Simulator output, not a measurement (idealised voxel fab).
process module | voxel double patterning
cross-section cut | 170 nm wide | cells 5 nm
A cross-section is a grid of square cells, given in bands from the top down. A band is one or more rows of cells.
Each band's line starts with the height of the band's top and of its bottom, in nm. Then come its materials from left to right, each with its width in nm. One material with "throughout" fills the band from edge to edge. "air" is empty space.
Height 0 is the level under which the wafer as received is all one material. The lowest band goes on downwards, as in "0 down".
A width such as "30 to 40" changes by the same amount from each row of cells to the next, from the band's top row to its bottom row.
"no change" after a step means that no cell of the cross-section changed.
closed voids: empty space of 8 cells or more with no open way to the top, each as width x height at its distance from the left edge, in nm
after a step's settings: what the simulator itself notes on the step
overlay nm, on a step with a mask: how far to the right of its planned place the mask lay; to the left if negative
plan
1 op RECEIVE | material Si
2 op CONFORMAL_DEP | material SiO2 | thk nm 5
3 op DIRECTIONAL_DEP | material TiN | thk nm 20
4 op DIRECTIONAL_DEP | material SiN | thk nm 10
5 op MASKED_ETCH | tone open | mask id FIRST | width nm 15 | pitch nm 50 | etch materials SiN | depth nm 10 | overlay nm 0
6 op DIRECTIONAL_DEP | material aC | thk nm 10
7 op PATTERN | tone open | mask id SECOND | material resist | width nm 15 | thk nm 30 | overlay nm 0
8 op DIRECTIONAL_ETCH | etch materials aC | depth nm 10
9 op STRIP | etch materials resist
10 op DIRECTIONAL_ETCH | etch materials SiN | depth nm 10
11 op STRIP | etch materials aC
12 op DIRECTIONAL_ETCH | etch materials TiN | depth nm 20
13 op STRIP | etch materials SiN
as received, after step 1
  0 down: Si throughout
  closed voids: none
first wafer at the end, as planned
  25 to 5: TiN 50 | air 15 | TiN 10 | air 15 | TiN 10 | air 15 | TiN 55
  5 to 0: SiO2 throughout
  0 down: Si throughout
  closed voids: none
second wafer at the end: like start, like plan, one mistake
  25 to 5: air 50 | TiN 15 | air 35 | TiN 15 | air 55
  5 to 0: SiO2 throughout
  0 down: Si throughout
  closed voids: none
what went wrong: step 5 ran as: op MASKED_ETCH | tone cover | mask id FIRST | width nm 15 | pitch nm 50 | etch materials SiN | depth nm 10 | overlay nm 0
at the end the second wafer has, in cells: 76 fewer of TiN
